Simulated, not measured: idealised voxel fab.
process module | voxel self aligned vias
cross-section cut | 300 nm wide | cells 5 nm
A cross-section is a grid of square cells, given in bands from the top down. A band is one or more rows of cells.
Each band's line starts with the height of the band's top and of its bottom, in nm. Then come its materials from left to right, each with its width in nm. One material with "throughout" fills the band from edge to edge. "air" is empty space.
Height 0 is the level under which the wafer as received is all one material. The lowest band goes on downwards, as in "0 down".
A width such as "30 to 40" changes by the same amount from each row of cells to the next, from the band's top row to its bottom row.
"no change" after a step means that no cell of the cross-section changed.
closed voids: empty space of 8 cells or more with no open way to the top, each as width x height at its distance from the left edge, in nm
after a step's settings: what the simulator itself notes on the step
overlay nm, on a step with a mask: how far to the right of its planned place the mask lay; to the left if negative
Each pair below shows a cross-section before one step and the cross-section after it, down to the lowest band that changed. The line under each pair gives the step between them, with its settings. The pairs can come from different runs of this module on the same starting wafer, so a pair continues from the pair above only where its "before" says so.
before
  0 down: Si throughout
  closed voids: none
after
  10 to 0: SiO2 throughout
  below 0: unchanged
  closed voids: none
the step between: op CONFORMAL_DEP | material SiO2 | thk nm 10
before: the cross-section after the pair above
after
  15 to 10: SiCN throughout
  below 10: unchanged
  closed voids: none
the step between: op CONFORMAL_DEP | material SiCN | thk nm 5
before: the cross-section after the pair above
after
  40 to 15: lowk throughout
  below 15: unchanged
  closed voids: none
the step between: op DIRECTIONAL_DEP | material lowk | thk nm 25
before: the cross-section after the pair above
after
  60 to 40: resist 110 | air 25 | resist 25 | air 25 | resist 115
  below 40: unchanged
  closed voids: none
the step between: op PATTERN | tone open | mask id LINES | material resist | width nm 25 | pitch nm 50 | thk nm 20 | overlay nm 0
before: the cross-section after the pair above
after
  60 to 40: resist 110 | air 25 | resist 25 | air 25 | resist 115
  40 to 15: lowk 110 | air 25 | lowk 25 | air 25 | lowk 115
  below 15: unchanged
  closed voids: none
the step between: op DIRECTIONAL_ETCH | etch materials lowk | depth nm 25
before: the cross-section after the pair above
after
  40 to 15: lowk 110 | air 25 | lowk 25 | air 25 | lowk 115
  below 15: unchanged
  closed voids: none
the step between: op STRIP | etch materials resist
before: the cross-section after the pair above
after
  45 to 40: TiN 115 | air 15 | TiN 35 | air 15 | TiN 120
  40 to 20: lowk 110 | TiN 5 | air 15 | TiN 5 | lowk 25 | TiN 5 | air 15 | TiN 5 | lowk 115
  20 to 15: lowk 110 | TiN 25 | lowk 25 | TiN 25 | lowk 115
  below 15: unchanged
  closed voids: none
the step between: op CONFORMAL_DEP | material TiN | thk nm 5
before: the cross-section after the pair above
after
  50 to 45: W throughout
  45 to 40: TiN 115 | W 15 | TiN 35 | W 15 | TiN 120
  40 to 20: lowk 110 | TiN 5 | W 15 | TiN 5 | lowk 25 | TiN 5 | W 15 | TiN 5 | lowk 115
  below 20: unchanged
  closed voids: none
the step between: op FILL_DEP | material W | thk nm 5
before: the cross-section after the pair above
after
  40 to 20: lowk 110 | TiN 5 | W 15 | TiN 5 | lowk 25 | TiN 5 | W 15 | TiN 5 | lowk 115
  below 20: unchanged
  closed voids: none
the step between: op CMP | height nm 40
before: the cross-section after the pair above
after
  40 to 35: lowk 110 | air 25 | lowk 25 | air 25 | lowk 115
  below 35: unchanged
  closed voids: none
the step between: op SELECTIVE_ETCH | etch materials W Ru TiN | depth nm 5
before: the cross-section after the pair above
after
  50 to 40: SiN throughout
  40 to 35: lowk 110 | SiN 25 | lowk 25 | SiN 25 | lowk 115
  below 35: unchanged
  closed voids: none
the step between: op FILL_DEP | material SiN | thk nm 10
before: the cross-section after the pair above
after
  40 to 35: lowk 110 | SiN 25 | lowk 25 | SiN 25 | lowk 115
  below 35: unchanged
  closed voids: none
the step between: op CMP | height nm 40
before: the cross-section after the pair above
after
  55 to 40: lowk throughout
  below 40: unchanged
  closed voids: none
the step between: op DIRECTIONAL_DEP | material lowk | thk nm 15
before: the cross-section after the pair above
after
  55 to 40: lowk 105 | air 35 | lowk 15 | air 35 | lowk 110
  below 40: unchanged
  closed voids: none
the step between: op MASKED_ETCH | tone open | mask id VIAS | width nm 35 | pitch nm 50 | etch materials lowk | depth nm 15 | overlay nm 0
before: the cross-section after the pair above
after
  55 to 40: lowk 105 | air 35 | lowk 15 | air 35 | lowk 110
  40 to 35: lowk 110 | air 25 | lowk 25 | air 25 | lowk 115
  below 35: unchanged
  closed voids: none
the step between: op MASKED_ETCH | tone open | mask id VIAS | width nm 35 | pitch nm 50 | etch materials SiN | depth nm 5 | overlay nm 0
before: the cross-section after the pair above
after
  60 to 55: TiN 110 | air 25 | TiN 25 | air 25 | TiN 115
  55 to 45: lowk 105 | TiN 5 | air 25 | TiN 5 | lowk 15 | TiN 5 | air 25 | TiN 5 | lowk 110
  45 to 40: lowk 105 | TiN 10 | air 15 | TiN 10 | lowk 15 | TiN 10 | air 15 | TiN 10 | lowk 110
  40 to 35: lowk 110 | TiN 25 | lowk 25 | TiN 25 | lowk 115
  below 35: unchanged
  closed voids: none
the step between: op CONFORMAL_DEP | material TiN | thk nm 5
before: the cross-section after the pair above
after
  70 to 60: Cu throughout
  60 to 55: TiN 110 | Cu 25 | TiN 25 | Cu 25 | TiN 115
  55 to 45: lowk 105 | TiN 5 | Cu 25 | TiN 5 | lowk 15 | TiN 5 | Cu 25 | TiN 5 | lowk 110
  45 to 40: lowk 105 | TiN 10 | Cu 15 | TiN 10 | lowk 15 | TiN 10 | Cu 15 | TiN 10 | lowk 110
  below 40: unchanged
  closed voids: none
the step between: op FILL_DEP | material Cu | thk nm 10
before: the cross-section after the pair above
after
  55 to 45: lowk 105 | TiN 5 | Cu 25 | TiN 5 | lowk 15 | TiN 5 | Cu 25 | TiN 5 | lowk 110
  below 45: unchanged
  closed voids: none
the step between: op CMP | height nm 55
before: the cross-section after the pair above
after
  60 to 55: SiN throughout
  below 55: unchanged
  closed voids: none
the step between: op CONFORMAL_DEP | material SiN | thk nm 5
before
  10 to 0: SiO2 throughout
  0 down: Si throughout
  closed voids: none
after
  35 to 10: lowk throughout
  below 10: unchanged
  closed voids: none
the step between: op DIRECTIONAL_DEP | material lowk | thk nm 25
before: the cross-section after the pair above
after
  55 to 35: resist 110 | air 25 | resist 25 | air 25 | resist 115
  below 35: unchanged
  closed voids: none
the step between: op PATTERN | tone open | mask id LINES | material resist | width nm 25 | pitch nm 50 | thk nm 20 | overlay nm 0
before: the cross-section after the pair above
after
  55 to 35: resist 110 | air 25 | resist 25 | air 25 | resist 115
  35 to 10: lowk 110 | air 25 | lowk 25 | air 25 | lowk 115
  below 10: unchanged
  closed voids: none
the step between: op DIRECTIONAL_ETCH | etch materials lowk | depth nm 25
before: the cross-section after the pair above
after
  35 to 10: lowk 110 | air 25 | lowk 25 | air 25 | lowk 115
  below 10: unchanged
  closed voids: none
the step between: op STRIP | etch materials resist
before: the cross-section after the pair above
after
  40 to 35: TiN 115 | air 15 | TiN 35 | air 15 | TiN 120
  35 to 15: lowk 110 | TiN 5 | air 15 | TiN 5 | lowk 25 | TiN 5 | air 15 | TiN 5 | lowk 115
  15 to 10: lowk 110 | TiN 25 | lowk 25 | TiN 25 | lowk 115
  below 10: unchanged
  closed voids: none
the step between: op CONFORMAL_DEP | material TiN | thk nm 5
before: the cross-section after the pair above
after
  45 to 40: W throughout
  40 to 35: TiN 115 | W 15 | TiN 35 | W 15 | TiN 120
  35 to 15: lowk 110 | TiN 5 | W 15 | TiN 5 | lowk 25 | TiN 5 | W 15 | TiN 5 | lowk 115
  below 15: unchanged
  closed voids: none
the step between: op FILL_DEP | material W | thk nm 5
before: the cross-section after the pair above
after
  40 to 35: TiN 115 | W 15 | TiN 35 | W 15 | TiN 120
  below 35: unchanged
  closed voids: none
the step between: op CMP | height nm 40
before: the cross-section after the pair above
after
  35 to 15: lowk 110 | TiN 5 | W 15 | TiN 5 | lowk 25 | TiN 5 | W 15 | TiN 5 | lowk 115
  below 15: unchanged
  closed voids: none
the step between: op SELECTIVE_ETCH | etch materials W Ru TiN | depth nm 5
before: the cross-section after the pair above
after
  45 to 35: SiN throughout
  below 35: unchanged
  closed voids: none
the step between: op FILL_DEP | material SiN | thk nm 10
before: the cross-section after the pair above
after
  40 to 35: SiN throughout
  below 35: unchanged
  closed voids: none
the step between: op CMP | height nm 40
before: the cross-section after the pair above
after
  55 to 40: lowk throughout
  below 40: unchanged
  closed voids: none
the step between: op DIRECTIONAL_DEP | material lowk | thk nm 15
before: the cross-section after the pair above
after
  55 to 40: lowk 105 | air 35 | lowk 15 | air 35 | lowk 110
  below 40: unchanged
  closed voids: none
the step between: op MASKED_ETCH | tone open | mask id VIAS | width nm 35 | pitch nm 50 | etch materials lowk | depth nm 15 | overlay nm 0
before: the cross-section after the pair above
after
  55 to 40: lowk 105 | air 35 | lowk 15 | air 35 | lowk 110
  40 to 35: SiN 105 | air 35 | SiN 15 | air 35 | SiN 110
  below 35: unchanged
  closed voids: none
the step between: op MASKED_ETCH | tone open | mask id VIAS | width nm 35 | pitch nm 50 | etch materials SiN | depth nm 5 | overlay nm 0
before: the cross-section after the pair above
after
  60 to 55: TiN 110 | air 25 | TiN 25 | air 25 | TiN 115
  55 to 40: lowk 105 | TiN 5 | air 25 | TiN 5 | lowk 15 | TiN 5 | air 25 | TiN 5 | lowk 110
  40 to 35: SiN 105 | TiN 35 | SiN 15 | TiN 35 | SiN 110
  below 35: unchanged
  closed voids: none
the step between: op CONFORMAL_DEP | material TiN | thk nm 5
before: the cross-section after the pair above
after
  70 to 60: Cu throughout
  60 to 55: TiN 110 | Cu 25 | TiN 25 | Cu 25 | TiN 115
  55 to 40: lowk 105 | TiN 5 | Cu 25 | TiN 5 | lowk 15 | TiN 5 | Cu 25 | TiN 5 | lowk 110
  below 40: unchanged
  closed voids: none
the step between: op FILL_DEP | material Cu | thk nm 10
before: the cross-section after the pair above
after
  55 to 40: lowk 105 | TiN 5 | Cu 25 | TiN 5 | lowk 15 | TiN 5 | Cu 25 | TiN 5 | lowk 110
  below 40: unchanged
  closed voids: none
the step between: op CMP | height nm 55
before: the cross-section after the pair above
after
  60 to 55: SiN throughout
  below 55: unchanged
  closed voids: none
the step between: op CONFORMAL_DEP | material SiN | thk nm 5
before
  55 to 40: lowk 105 | air 35 | lowk 15 | air 35 | lowk 110
  40 to 35: lowk 110 | SiN 25 | lowk 25 | SiN 25 | lowk 115
  35 to 20: lowk 110 | TiN 5 | W 15 | TiN 5 | lowk 25 | TiN 5 | W 15 | TiN 5 | lowk 115
  20 to 15: lowk 110 | TiN 25 | lowk 25 | TiN 25 | lowk 115
  15 to 10: SiCN throughout
  10 to 0: SiO2 throughout
  0 down: Si throughout
  closed voids: none
after
  55 to 40: lowk 105 | air 35 | lowk 15 | air 35 | lowk 110
  40 to 35: lowk 105 | air 5 | SiN 25 | air 5 | lowk 15 | air 5 | SiN 25 | air 5 | lowk 110
  35 to 25: lowk 105 | air 5 | TiN 5 | W 15 | TiN 5 | air 5 | lowk 15 | air 5 | TiN 5 | W 15 | TiN 5 | air 5 | lowk 110
  below 25: unchanged
  closed voids: none
the step between: op MASKED_ETCH | tone open | mask id VIAS | width nm 35 | pitch nm 50 | etch materials lowk | depth nm 15 | overlay nm 0
before: the cross-section after the pair above
after
  55 to 35: lowk 105 | air 35 | lowk 15 | air 35 | lowk 110
  below 35: unchanged
  closed voids: none
the step between: op MASKED_ETCH | tone open | mask id VIAS | width nm 35 | pitch nm 50 | etch materials SiN | depth nm 5 | overlay nm 0
before: the cross-section after the pair above
after
  60 to 55: TiN 110 | air 25 | TiN 25 | air 25 | TiN 115
  55 to 40: lowk 105 | TiN 5 | air 25 | TiN 5 | lowk 15 | TiN 5 | air 25 | TiN 5 | lowk 110
  40 to 35: lowk 105 | TiN 35 | lowk 15 | TiN 35 | lowk 110
  35 to 25: lowk 105 | TiN 10 | W 15 | TiN 10 | lowk 15 | TiN 10 | W 15 | TiN 10 | lowk 110
  below 25: unchanged
  closed voids: none
the step between: op CONFORMAL_DEP | material TiN | thk nm 5
before: the cross-section after the pair above
after
  70 to 60: Cu throughout
  60 to 55: TiN 110 | Cu 25 | TiN 25 | Cu 25 | TiN 115
  55 to 40: lowk 105 | TiN 5 | Cu 25 | TiN 5 | lowk 15 | TiN 5 | Cu 25 | TiN 5 | lowk 110
  below 40: unchanged
  closed voids: none
the step between: op FILL_DEP | material Cu | thk nm 10
before: the cross-section after the pair above
after
  55 to 40: lowk 105 | TiN 5 | Cu 25 | TiN 5 | lowk 15 | TiN 5 | Cu 25 | TiN 5 | lowk 110
  below 40: unchanged
  closed voids: none
the step between: op CMP | height nm 55
before: the cross-section after the pair above
after
  60 to 55: SiN throughout
  below 55: unchanged
  closed voids: none
the step between: op CONFORMAL_DEP | material SiN | thk nm 5
before
  0 down: Si throughout
  closed voids: none
after
  5 to 0: SiCN throughout
  below 0: unchanged
  closed voids: none
the step between: op CONFORMAL_DEP | material SiCN | thk nm 5
before: the cross-section after the pair above
after
  15 to 5: SiO2 throughout
  below 5: unchanged
  closed voids: none
the step between: op CONFORMAL_DEP | material SiO2 | thk nm 10
before: the cross-section after the pair above
after
  40 to 15: lowk throughout
  below 15: unchanged
  closed voids: none
the step between: op DIRECTIONAL_DEP | material lowk | thk nm 25
before: the cross-section after the pair above
after
  60 to 40: resist 110 | air 25 | resist 25 | air 25 | resist 115
  below 40: unchanged
  closed voids: none
the step between: op PATTERN | tone open | mask id LINES | material resist | width nm 25 | pitch nm 50 | thk nm 20 | overlay nm 0
before: the cross-section after the pair above
after
  60 to 40: resist 110 | air 25 | resist 25 | air 25 | resist 115
  40 to 15: lowk 110 | air 25 | lowk 25 | air 25 | lowk 115
  below 15: unchanged
  closed voids: none
the step between: op DIRECTIONAL_ETCH | etch materials lowk | depth nm 25
before: the cross-section after the pair above
after
  40 to 15: lowk 110 | air 25 | lowk 25 | air 25 | lowk 115
  below 15: unchanged
  closed voids: none
the step between: op STRIP | etch materials resist
before: the cross-section after the pair above
after
  45 to 40: TiN 115 | air 15 | TiN 35 | air 15 | TiN 120
  40 to 20: lowk 110 | TiN 5 | air 15 | TiN 5 | lowk 25 | TiN 5 | air 15 | TiN 5 | lowk 115
  20 to 15: lowk 110 | TiN 25 | lowk 25 | TiN 25 | lowk 115
  below 15: unchanged
  closed voids: none
the step between: op CONFORMAL_DEP | material TiN | thk nm 5
before: the cross-section after the pair above
after
  50 to 45: W throughout
  45 to 40: TiN 115 | W 15 | TiN 35 | W 15 | TiN 120
  40 to 20: lowk 110 | TiN 5 | W 15 | TiN 5 | lowk 25 | TiN 5 | W 15 | TiN 5 | lowk 115
  below 20: unchanged
  closed voids: none
the step between: op FILL_DEP | material W | thk nm 5
before: the cross-section after the pair above
after
  40 to 20: lowk 110 | TiN 5 | W 15 | TiN 5 | lowk 25 | TiN 5 | W 15 | TiN 5 | lowk 115
  below 20: unchanged
  closed voids: none
the step between: op CMP | height nm 40
before: the cross-section after the pair above
after
  40 to 35: lowk 110 | air 25 | lowk 25 | air 25 | lowk 115
  below 35: unchanged
  closed voids: none
the step between: op SELECTIVE_ETCH | etch materials W Ru TiN | depth nm 5
before: the cross-section after the pair above
after
  50 to 40: SiN throughout
  40 to 35: lowk 110 | SiN 25 | lowk 25 | SiN 25 | lowk 115
  below 35: unchanged
  closed voids: none
the step between: op FILL_DEP | material SiN | thk nm 10
before: the cross-section after the pair above
after
  40 to 35: lowk 110 | SiN 25 | lowk 25 | SiN 25 | lowk 115
  below 35: unchanged
  closed voids: none
the step between: op CMP | height nm 40
before: the cross-section after the pair above
after
  55 to 40: lowk throughout
  below 40: unchanged
  closed voids: none
the step between: op DIRECTIONAL_DEP | material lowk | thk nm 15
before: the cross-section after the pair above
after
  55 to 40: lowk 105 | air 35 | lowk 15 | air 35 | lowk 110
  below 40: unchanged
  closed voids: none
the step between: op MASKED_ETCH | tone open | mask id VIAS | width nm 35 | pitch nm 50 | etch materials lowk | depth nm 15 | overlay nm 0
before: the cross-section after the pair above
after
  55 to 40: lowk 105 | air 35 | lowk 15 | air 35 | lowk 110
  40 to 35: lowk 110 | air 25 | lowk 25 | air 25 | lowk 115
  below 35: unchanged
  closed voids: none
the step between: op MASKED_ETCH | tone open | mask id VIAS | width nm 35 | pitch nm 50 | etch materials SiN | depth nm 5 | overlay nm 0
before: the cross-section after the pair above
after
  60 to 55: TiN 110 | air 25 | TiN 25 | air 25 | TiN 115
  55 to 45: lowk 105 | TiN 5 | air 25 | TiN 5 | lowk 15 | TiN 5 | air 25 | TiN 5 | lowk 110
  45 to 40: lowk 105 | TiN 10 | air 15 | TiN 10 | lowk 15 | TiN 10 | air 15 | TiN 10 | lowk 110
  40 to 35: lowk 110 | TiN 25 | lowk 25 | TiN 25 | lowk 115
  below 35: unchanged
  closed voids: none
the step between: op CONFORMAL_DEP | material TiN | thk nm 5
before: the cross-section after the pair above
after
  70 to 60: Cu throughout
  60 to 55: TiN 110 | Cu 25 | TiN 25 | Cu 25 | TiN 115
  55 to 45: lowk 105 | TiN 5 | Cu 25 | TiN 5 | lowk 15 | TiN 5 | Cu 25 | TiN 5 | lowk 110
  45 to 40: lowk 105 | TiN 10 | Cu 15 | TiN 10 | lowk 15 | TiN 10 | Cu 15 | TiN 10 | lowk 110
  below 40: unchanged
  closed voids: none
the step between: op FILL_DEP | material Cu | thk nm 10
before: the cross-section after the pair above
after
  55 to 45: lowk 105 | TiN 5 | Cu 25 | TiN 5 | lowk 15 | TiN 5 | Cu 25 | TiN 5 | lowk 110
  below 45: unchanged
  closed voids: none
the step between: op CMP | height nm 55
before: the cross-section after the pair above
after
  60 to 55: SiN throughout
  below 55: unchanged
  closed voids: none
the step between: op CONFORMAL_DEP | material SiN | thk nm 5
before
  50 to 45: W throughout
  45 to 40: TiN 115 | W 15 | TiN 35 | W 15 | TiN 120
  40 to 20: lowk 110 | TiN 5 | W 15 | TiN 5 | lowk 25 | TiN 5 | W 15 | TiN 5 | lowk 115
  20 to 15: lowk 110 | TiN 25 | lowk 25 | TiN 25 | lowk 115
  15 to 10: SiCN throughout
  10 to 0: SiO2 throughout
  0 down: Si throughout
  closed voids: none
after
  30 to 20: lowk 110 | TiN 5 | W 15 | TiN 5 | lowk 25 | TiN 5 | W 15 | TiN 5 | lowk 115
  below 20: unchanged
  closed voids: none
the step between: op CMP | height nm 30
before: the cross-section after the pair above
after
  30 to 25: lowk 110 | air 25 | lowk 25 | air 25 | lowk 115
  below 25: unchanged
  closed voids: none
the step between: op SELECTIVE_ETCH | etch materials W Ru TiN | depth nm 5
before: the cross-section after the pair above
after
  40 to 30: SiN throughout
  30 to 25: lowk 110 | SiN 25 | lowk 25 | SiN 25 | lowk 115
  below 25: unchanged
  closed voids: none
the step between: op FILL_DEP | material SiN | thk nm 10
before: the cross-section after the pair above
after
  55 to 40: lowk throughout
  below 40: unchanged
  closed voids: none
the step between: op DIRECTIONAL_DEP | material lowk | thk nm 15
before: the cross-section after the pair above
after
  55 to 40: lowk 105 | air 35 | lowk 15 | air 35 | lowk 110
  below 40: unchanged
  closed voids: none
the step between: op MASKED_ETCH | tone open | mask id VIAS | width nm 35 | pitch nm 50 | etch materials lowk | depth nm 15 | overlay nm 0
before: the cross-section after the pair above
after
  55 to 40: lowk 105 | air 35 | lowk 15 | air 35 | lowk 110
  40 to 35: SiN 105 | air 35 | SiN 15 | air 35 | SiN 110
  below 35: unchanged
  closed voids: none
the step between: op MASKED_ETCH | tone open | mask id VIAS | width nm 35 | pitch nm 50 | etch materials SiN | depth nm 5 | overlay nm 0
before: the cross-section after the pair above
after
  60 to 55: TiN 110 | air 25 | TiN 25 | air 25 | TiN 115
  55 to 40: lowk 105 | TiN 5 | air 25 | TiN 5 | lowk 15 | TiN 5 | air 25 | TiN 5 | lowk 110
  40 to 35: SiN 105 | TiN 35 | SiN 15 | TiN 35 | SiN 110
  below 35: unchanged
  closed voids: none
the step between: op CONFORMAL_DEP | material TiN | thk nm 5
before: the cross-section after the pair above
after
  70 to 60: Cu throughout
  60 to 55: TiN 110 | Cu 25 | TiN 25 | Cu 25 | TiN 115
  55 to 40: lowk 105 | TiN 5 | Cu 25 | TiN 5 | lowk 15 | TiN 5 | Cu 25 | TiN 5 | lowk 110
  below 40: unchanged
  closed voids: none
the step between: op FILL_DEP | material Cu | thk nm 10
before: the cross-section after the pair above
after
  55 to 40: lowk 105 | TiN 5 | Cu 25 | TiN 5 | lowk 15 | TiN 5 | Cu 25 | TiN 5 | lowk 110
  below 40: unchanged
  closed voids: none
the step between: op CMP | height nm 55
before: the cross-section after the pair above
after
  60 to 55: SiN throughout
  below 55: unchanged
  closed voids: none
the step between: op CONFORMAL_DEP | material SiN | thk nm 5
before
  40 to 15: lowk throughout
  15 to 10: SiCN throughout
  10 to 0: SiO2 throughout
  0 down: Si throughout
  closed voids: none
after
  60 to 40: resist 115 | air 15 | resist 35 | air 15 | resist 120
  below 40: unchanged
  closed voids: none
the step between: op PATTERN | tone open | mask id LINES | material resist | width nm 15 | pitch nm 50 | thk nm 20 | overlay nm 0
before: the cross-section after the pair above
after
  60 to 40: resist 115 | air 15 | resist 35 | air 15 | resist 120
  40 to 15: lowk 115 | air 15 | lowk 35 | air 15 | lowk 120
  below 15: unchanged
  closed voids: none
the step between: op DIRECTIONAL_ETCH | etch materials lowk | depth nm 25
before: the cross-section after the pair above
after
  40 to 15: lowk 115 | air 15 | lowk 35 | air 15 | lowk 120
  below 15: unchanged
  closed voids: none
the step between: op STRIP | etch materials resist
before: the cross-section after the pair above
after
  45 to 40: TiN 120 | air 5 | TiN 45 | air 5 | TiN 125
  40 to 20: lowk 115 | TiN 5 | air 5 | TiN 5 | lowk 35 | TiN 5 | air 5 | TiN 5 | lowk 120
  20 to 15: lowk 115 | TiN 15 | lowk 35 | TiN 15 | lowk 120
  below 15: unchanged
  closed voids: none
the step between: op CONFORMAL_DEP | material TiN | thk nm 5
before: the cross-section after the pair above
after
  50 to 45: W throughout
  45 to 40: TiN 120 | W 5 | TiN 45 | W 5 | TiN 125
  40 to 20: lowk 115 | TiN 5 | W 5 | TiN 5 | lowk 35 | TiN 5 | W 5 | TiN 5 | lowk 120
  below 20: unchanged
  closed voids: none
the step between: op FILL_DEP | material W | thk nm 5
before: the cross-section after the pair above
after
  40 to 20: lowk 115 | TiN 5 | W 5 | TiN 5 | lowk 35 | TiN 5 | W 5 | TiN 5 | lowk 120
  below 20: unchanged
  closed voids: none
the step between: op CMP | height nm 40
before: the cross-section after the pair above
after
  40 to 35: lowk 115 | air 15 | lowk 35 | air 15 | lowk 120
  below 35: unchanged
  closed voids: none
the step between: op SELECTIVE_ETCH | etch materials W Ru TiN | depth nm 5
before: the cross-section after the pair above
after
  50 to 40: SiN throughout
  40 to 35: lowk 115 | SiN 15 | lowk 35 | SiN 15 | lowk 120
  below 35: unchanged
  closed voids: none
the step between: op FILL_DEP | material SiN | thk nm 10
before: the cross-section after the pair above
after
  40 to 35: lowk 115 | SiN 15 | lowk 35 | SiN 15 | lowk 120
  below 35: unchanged
  closed voids: none
the step between: op CMP | height nm 40
before: the cross-section after the pair above
after
  55 to 40: lowk throughout
  below 40: unchanged
  closed voids: none
the step between: op DIRECTIONAL_DEP | material lowk | thk nm 15
before: the cross-section after the pair above
after
  55 to 40: lowk 105 | air 35 | lowk 15 | air 35 | lowk 110
  below 40: unchanged
  closed voids: none
the step between: op MASKED_ETCH | tone open | mask id VIAS | width nm 35 | pitch nm 50 | etch materials lowk | depth nm 15 | overlay nm 0
before: the cross-section after the pair above
after
  55 to 40: lowk 105 | air 35 | lowk 15 | air 35 | lowk 110
  40 to 35: lowk 115 | air 15 | lowk 35 | air 15 | lowk 120
  below 35: unchanged
  closed voids: none
the step between: op MASKED_ETCH | tone open | mask id VIAS | width nm 35 | pitch nm 50 | etch materials SiN | depth nm 5 | overlay nm 0
before: the cross-section after the pair above
after
  60 to 55: TiN 110 | air 25 | TiN 25 | air 25 | TiN 115
  55 to 45: lowk 105 | TiN 5 | air 25 | TiN 5 | lowk 15 | TiN 5 | air 25 | TiN 5 | lowk 110
  45 to 40: lowk 105 | TiN 15 | air 5 | TiN 15 | lowk 15 | TiN 15 | air 5 | TiN 15 | lowk 110
  40 to 35: lowk 115 | TiN 15 | lowk 35 | TiN 15 | lowk 120
  below 35: unchanged
  closed voids: none
the step between: op CONFORMAL_DEP | material TiN | thk nm 5
before: the cross-section after the pair above
after
  70 to 60: Cu throughout
  60 to 55: TiN 110 | Cu 25 | TiN 25 | Cu 25 | TiN 115
  55 to 45: lowk 105 | TiN 5 | Cu 25 | TiN 5 | lowk 15 | TiN 5 | Cu 25 | TiN 5 | lowk 110
  45 to 40: lowk 105 | TiN 15 | Cu 5 | TiN 15 | lowk 15 | TiN 15 | Cu 5 | TiN 15 | lowk 110
  below 40: unchanged
  closed voids: none
the step between: op FILL_DEP | material Cu | thk nm 10
before: the cross-section after the pair above
after
  55 to 45: lowk 105 | TiN 5 | Cu 25 | TiN 5 | lowk 15 | TiN 5 | Cu 25 | TiN 5 | lowk 110
  below 45: unchanged
  closed voids: none
the step between: op CMP | height nm 55
before: the cross-section after the pair above
after
  60 to 55: SiN throughout
  below 55: unchanged
  closed voids: none
the step between: op CONFORMAL_DEP | material SiN | thk nm 5
before
  40 to 15: lowk throughout
  15 to 10: SiCN throughout
  10 to 0: SiO2 throughout
  0 down: Si throughout
  closed voids: none
after
  60 to 40: resist 100 | air 25 | resist 25 | air 25 | resist 125
  below 40: unchanged
  closed voids: none
the step between: op PATTERN | tone open | mask id LINES | material resist | width nm 25 | pitch nm 50 | thk nm 20 | overlay nm -10
before: the cross-section after the pair above
after
  60 to 40: resist 100 | air 25 | resist 25 | air 25 | resist 125
  40 to 15: lowk 100 | air 25 | lowk 25 | air 25 | lowk 125
  below 15: unchanged
  closed voids: none
the step between: op DIRECTIONAL_ETCH | etch materials lowk | depth nm 25
before: the cross-section after the pair above
after
  40 to 15: lowk 100 | air 25 | lowk 25 | air 25 | lowk 125
  below 15: unchanged
  closed voids: none
the step between: op STRIP | etch materials resist
before: the cross-section after the pair above
after
  45 to 40: TiN 105 | air 15 | TiN 35 | air 15 | TiN 130
  40 to 20: lowk 100 | TiN 5 | air 15 | TiN 5 | lowk 25 | TiN 5 | air 15 | TiN 5 | lowk 125
  20 to 15: lowk 100 | TiN 25 | lowk 25 | TiN 25 | lowk 125
  below 15: unchanged
  closed voids: none
the step between: op CONFORMAL_DEP | material TiN | thk nm 5
before: the cross-section after the pair above
after
  50 to 45: W throughout
  45 to 40: TiN 105 | W 15 | TiN 35 | W 15 | TiN 130
  40 to 20: lowk 100 | TiN 5 | W 15 | TiN 5 | lowk 25 | TiN 5 | W 15 | TiN 5 | lowk 125
  below 20: unchanged
  closed voids: none
the step between: op FILL_DEP | material W | thk nm 5
before: the cross-section after the pair above
after
  40 to 20: lowk 100 | TiN 5 | W 15 | TiN 5 | lowk 25 | TiN 5 | W 15 | TiN 5 | lowk 125
  below 20: unchanged
  closed voids: none
the step between: op CMP | height nm 40
before: the cross-section after the pair above
after
  40 to 35: lowk 100 | air 25 | lowk 25 | air 25 | lowk 125
  below 35: unchanged
  closed voids: none
the step between: op SELECTIVE_ETCH | etch materials W Ru TiN | depth nm 5
before: the cross-section after the pair above
after
  50 to 40: SiN throughout
  40 to 35: lowk 100 | SiN 25 | lowk 25 | SiN 25 | lowk 125
  below 35: unchanged
  closed voids: none
the step between: op FILL_DEP | material SiN | thk nm 10
before: the cross-section after the pair above
after
  40 to 35: lowk 100 | SiN 25 | lowk 25 | SiN 25 | lowk 125
  below 35: unchanged
  closed voids: none
the step between: op CMP | height nm 40
before: the cross-section after the pair above
after
  55 to 40: lowk throughout
  below 40: unchanged
  closed voids: none
the step between: op DIRECTIONAL_DEP | material lowk | thk nm 15
before: the cross-section after the pair above
after
  55 to 40: lowk 105 | air 35 | lowk 15 | air 35 | lowk 110
  below 40: unchanged
  closed voids: none
the step between: op MASKED_ETCH | tone open | mask id VIAS | width nm 35 | pitch nm 50 | etch materials lowk | depth nm 15 | overlay nm 0
before: the cross-section after the pair above
after
  55 to 40: lowk 105 | air 35 | lowk 15 | air 35 | lowk 110
  40 to 35: lowk 100 | SiN 5 | air 20 | lowk 25 | SiN 5 | air 20 | lowk 125
  below 35: unchanged
  closed voids: none
the step between: op MASKED_ETCH | tone open | mask id VIAS | width nm 35 | pitch nm 50 | etch materials SiN | depth nm 5 | overlay nm 0
before: the cross-section after the pair above
after
  60 to 55: TiN 110 | air 25 | TiN 25 | air 25 | TiN 115
  55 to 45: lowk 105 | TiN 5 | air 25 | TiN 5 | lowk 15 | TiN 5 | air 25 | TiN 5 | lowk 110
  45 to 40: lowk 105 | TiN 5 | air 10 | TiN 20 | lowk 15 | TiN 5 | air 10 | TiN 20 | lowk 110
  40 to 35: lowk 100 | SiN 5 | TiN 20 | lowk 25 | SiN 5 | TiN 20 | lowk 125
  below 35: unchanged
  closed voids: none
the step between: op CONFORMAL_DEP | material TiN | thk nm 5
before: the cross-section after the pair above
after
  70 to 60: Cu throughout
  60 to 55: TiN 110 | Cu 25 | TiN 25 | Cu 25 | TiN 115
  55 to 45: lowk 105 | TiN 5 | Cu 25 | TiN 5 | lowk 15 | TiN 5 | Cu 25 | TiN 5 | lowk 110
  45 to 40: lowk 105 | TiN 5 | Cu 10 | TiN 20 | lowk 15 | TiN 5 | Cu 10 | TiN 20 | lowk 110
  below 40: unchanged
  closed voids: none
the step between: op FILL_DEP | material Cu | thk nm 10
before: the cross-section after the pair above
after
  55 to 45: lowk 105 | TiN 5 | Cu 25 | TiN 5 | lowk 15 | TiN 5 | Cu 25 | TiN 5 | lowk 110
  below 45: unchanged
  closed voids: none
the step between: op CMP | height nm 55
before: the cross-section after the pair above
after
  60 to 55: SiN throughout
  below 55: unchanged
  closed voids: none
the step between: op CONFORMAL_DEP | material SiN | thk nm 5
before
  40 to 35: lowk 110 | SiN 25 | lowk 25 | SiN 25 | lowk 115
  35 to 20: lowk 110 | TiN 5 | W 15 | TiN 5 | lowk 25 | TiN 5 | W 15 | TiN 5 | lowk 115
  20 to 15: lowk 110 | TiN 25 | lowk 25 | TiN 25 | lowk 115
  15 to 10: SiCN throughout
  10 to 0: SiO2 throughout
  0 down: Si throughout
  closed voids: none
after
  55 to 40: SiCN throughout
  below 40: unchanged
  closed voids: none
the step between: op DIRECTIONAL_DEP | material SiCN | thk nm 15
